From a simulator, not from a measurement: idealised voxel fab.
process module | voxel wiring stack
cross-section cut | 240 nm wide | cells 5 nm
A cross-section is a grid of square cells, given in bands from the top down. A band is one or more rows of cells.
Each band's line starts with the height of the band's top and of its bottom, in nm. Then come its materials from left to right, each with its width in nm. One material with "throughout" fills the band from edge to edge. "air" is empty space.
Height 0 is the level under which the wafer as received is all one material. The lowest band goes on downwards, as in "0 down".
A width such as "30 to 40" changes by the same amount from each row of cells to the next, from the band's top row to its bottom row.
"no change" after a step means that no cell of the cross-section changed.
closed voids: empty space of 8 cells or more with no open way to the top, each as width x height at its distance from the left edge, in nm
after a step's settings: what the simulator itself notes on the step
overlay nm, on a step with a mask: how far to the right of its planned place the mask lay; to the left if negative
plan
1 op RECEIVE | material Si
2 op CONFORMAL_DEP | material SiO2 | thk nm 15
3 op DIRECTIONAL_DEP | material TiN | thk nm 5
4 op DIRECTIONAL_DEP | material Ru | thk nm 25
5 op PATTERN | tone cover | mask id METAL_1 | material resist | width nm 25 | pitch nm 45 | thk nm 20 | overlay nm 0
6 op DIRECTIONAL_ETCH | etch materials Ru | depth nm 25
7 op DIRECTIONAL_ETCH | etch materials TiN | depth nm 5
8 op STRIP | etch materials resist
9 op FILL_DEP | material lowk | thk nm 10
10 op CMP | height nm 45
11 op CONFORMAL_DEP | material SiCN | thk nm 5
12 op DIRECTIONAL_DEP | material lowk | thk nm 25
13 op DIRECTIONAL_DEP | material aC | thk nm 5
14 op PATTERN | tone open | mask id METAL_2_HOLES | material resist | width nm 15 | pitch nm 45 | thk nm 25 | overlay nm 0
15 op DIRECTIONAL_ETCH | etch materials aC | depth nm 10
16 op STRIP | etch materials resist
17 op DIRECTIONAL_ETCH | etch materials lowk | depth nm 25
18 op STRIP | etch materials aC
19 op MASKED_ETCH | tone open | mask id METAL_2 | width nm 25 | pitch nm 45 | etch materials lowk | depth nm 15 | overlay nm 0
20 op MASKED_ETCH | tone open | mask id METAL_2 | width nm 25 | pitch nm 45 | etch materials SiCN | depth nm 5 | overlay nm 0
21 op CONFORMAL_DEP | material TiN | thk nm 5
22 op FILL_DEP | material Cu | thk nm 10
23 op CMP | height nm 75
24 op CONFORMAL_DEP | material SiCN | thk nm 5
varied across the wafers: thk nm of step 13. The plan shows the first wafer's value. All wafers start alike
first wafer as received, after step 1
  0 down: Si throughout
  closed voids: none
each wafer at the end: cells of each material gained (+) or lost (-) since it was received, then its closed voids
thk nm 5 | +36 Cu | +100 Ru | +84 SiCN | +144 SiO2 | +80 TiN | +324 lowk | closed voids: none
thk nm 10 | +36 Cu | +100 Ru | +84 SiCN | +144 SiO2 | +80 TiN | +324 lowk | closed voids: none
thk nm 15 | +24 Cu | +100 Ru | +96 SiCN | +144 SiO2 | +56 TiN | +348 lowk | closed voids: none
thk nm 20 | +24 Cu | +100 Ru | +96 SiCN | +144 SiO2 | +56 TiN | +348 lowk | closed voids: none
thk nm 25 | +24 Cu | +100 Ru | +96 SiCN | +144 SiO2 | +56 TiN | +348 lowk | closed voids: none
